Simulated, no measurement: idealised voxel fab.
The process module that follows is named voxel released beams.
For reference, the cross-section in this document is cut, with width 250 nm and square cells of 5 nm.
Cross-section spec: square-cell grid; bands listed top down; each band is one or more rows.
Band entry format. Leading values: height of top, height of bottom, nm. Remainder: materials in left-to-right order, each with its width in nm. Special words: "all across" on a single material, which then fills the band edge to edge; "air", empty space.
A quick word on heights: they are counted from 0, and under that level the wafer as it came to us is one material throughout. The lowest band is different from the rest in having no bottom; it simply continues downward, written as in "from 0 down".
It should be noted that a width expressed as "30->40" varies in equal increments from row to row of cells within the band, taking the value of the first number at the top row and that of the second number at the bottom row.
Step marked "changes: none"? Then no cell in the cross-section changed in it.
Listed in "Enclosed void inventory": every empty space of 8 or more cells without an open way to the top. Form: width x height at distance, the distance being from the left edge, all in nm.
The remark found on a step's line after its settings is issued by the simulator itself and pertains to that step.
overlay nm, on a step with a mask: how far to the right of its planned place the mask lay; to the left if negative

Set out below are the planned steps of the process
1: RECEIVE | material Si
2: CONFORMAL_DEP | material Al2O3 | thk nm 10
3: DIRECTIONAL_DEP | material SiO2 | thk nm 20
4: DIRECTIONAL_DEP | material aC | thk nm 15
5: PATTERN | tone open | mask id ANCHOR | material resist | width nm 25 | thk nm 30 | overlay nm 0
6: DIRECTIONAL_ETCH | etch materials aC | depth nm 15
7: STRIP | etch materials resist
8: DIRECTIONAL_ETCH | etch materials SiO2 | depth nm 20
9: STRIP | etch materials aC
10: CONFORMAL_DEP | material SiN | thk nm 10
11: PATTERN | tone cover | mask id BEAM | material resist | width nm 70 | thk nm 15 | overlay nm 0
12: DIRECTIONAL_ETCH | etch materials SiN | depth nm 10
13: STRIP | etch materials resist
14: STRIP | etch materials SiO2

Cross-section of the wafer as it came to us, i.e., already through step 1
> from 0 down = Si all across
> Enclosed void inventory: none

Module complete, cross-section. Starting point and plan per above. One mistake made in running the module
> from 40 to 30 = air 85; SiN 15; air 5; SiN 55; air 90
> from 30 to 20 = air 90; SiN 10; air 5; SiN 10; air 135
> from 20 to 10 = air 90; SiN 25; air 135
> from 10 to 0 = Al2O3 all across
> from 0 down = Si all across
> Enclosed void inventory: none
Which mistake was made when the wafer was run? step 11 did not happen as planned, as run it was PATTERN | tone cover | mask id BEAM | material resist | width nm 75 | thk nm 15 | overlay nm 0
